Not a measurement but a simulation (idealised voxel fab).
Proc. module: voxel double patterning
Section cut is 290 nm wide and gridded with 5 nm square cells.
In what follows, cross-sections appear as grids of square cells, described through bands that run from the top down, where every band is one or more rows of cells. This entry defines a band. It first specifies the height of the band's top and the height of its bottom in nm, and then specifies the band's materials from left to right, stating each material with its width in nm. The word "throughout" identifies a single material that fills the band from edge to edge, while the word "empty" identifies empty space. Heads up on the height convention: 0 is the point under which the incoming wafer is all one material, and the lowest band has no bottom, it just keeps going down, like "top 0, no bottom". So if you see something like "30..40" for the width, read it as the top row of the band sitting at the first number and the bottom row at the second, with every row in between moving by the same amount as the last. No cell of the cross-section changed in a step that is given as "nothing got changed". In "Enclosed void list" the enclosed voids are listed, meaning empty spaces of 8 cells or larger without any opening to the top. The form is width x height at distance, distance from the left edge, units nm. The remark found on a step's line after its settings is issued by the simulator itself and pertains to that step. overlay nm: step with mask; distance mask lay right of planned place; negative value = left of planned place.
### Process steps - plan
1. RECEIVE with material Si
2. CONFORMAL_DEP with material SiO2, thk nm 5
3. DIRECTIONAL_DEP with material TiN, thk nm 20
4. DIRECTIONAL_DEP with material SiCN, thk nm 10
5. DIRECTIONAL_DEP with material aC, thk nm 10
6. PATTERN with tone open, mask id FIRST, material resist, width nm 15, pitch nm 50, thk nm 25, overlay nm 0
7. DIRECTIONAL_ETCH with etch materials aC, depth nm 10
8. STRIP with etch materials resist
9. DIRECTIONAL_ETCH with etch materials SiCN, depth nm 10
10. STRIP with etch materials aC
11. DIRECTIONAL_DEP with material aC, thk nm 15
12. PATTERN with tone open, mask id SECOND, material resist, width nm 15, pitch nm 50, thk nm 35, overlay nm 0
13. DIRECTIONAL_ETCH with etch materials aC, depth nm 15
14. STRIP with etch materials resist
15. DIRECTIONAL_ETCH with etch materials SiCN, depth nm 10
16. STRIP with etch materials aC
17. DIRECTIONAL_ETCH with etch materials TiN, depth nm 20
18. STRIP with etch materials SiCN
### As received (post step 1): cross-section
    top 0, no bottom: Si throughout
    Enclosed void list: none
### Wafer cross-section at end of module: start and plan as shown above, one execution error
    top 25, bottom 5: TiN (85) | empty (20) | TiN (5) | empty (15) | TiN (10) | empty (20) | TiN (5) | empty (15) | TiN (10) | empty (20) | TiN (85)
    top 5, bottom 0: SiO2 throughout
    top 0, no bottom: Si throughout
    Enclosed void list: none
Where did the run depart from the plan? step 6: run off-plan, actual operation and settings PATTERN with tone open, mask id FIRST, material resist, width nm 20, pitch nm 50, thk nm 25, overlay nm 0
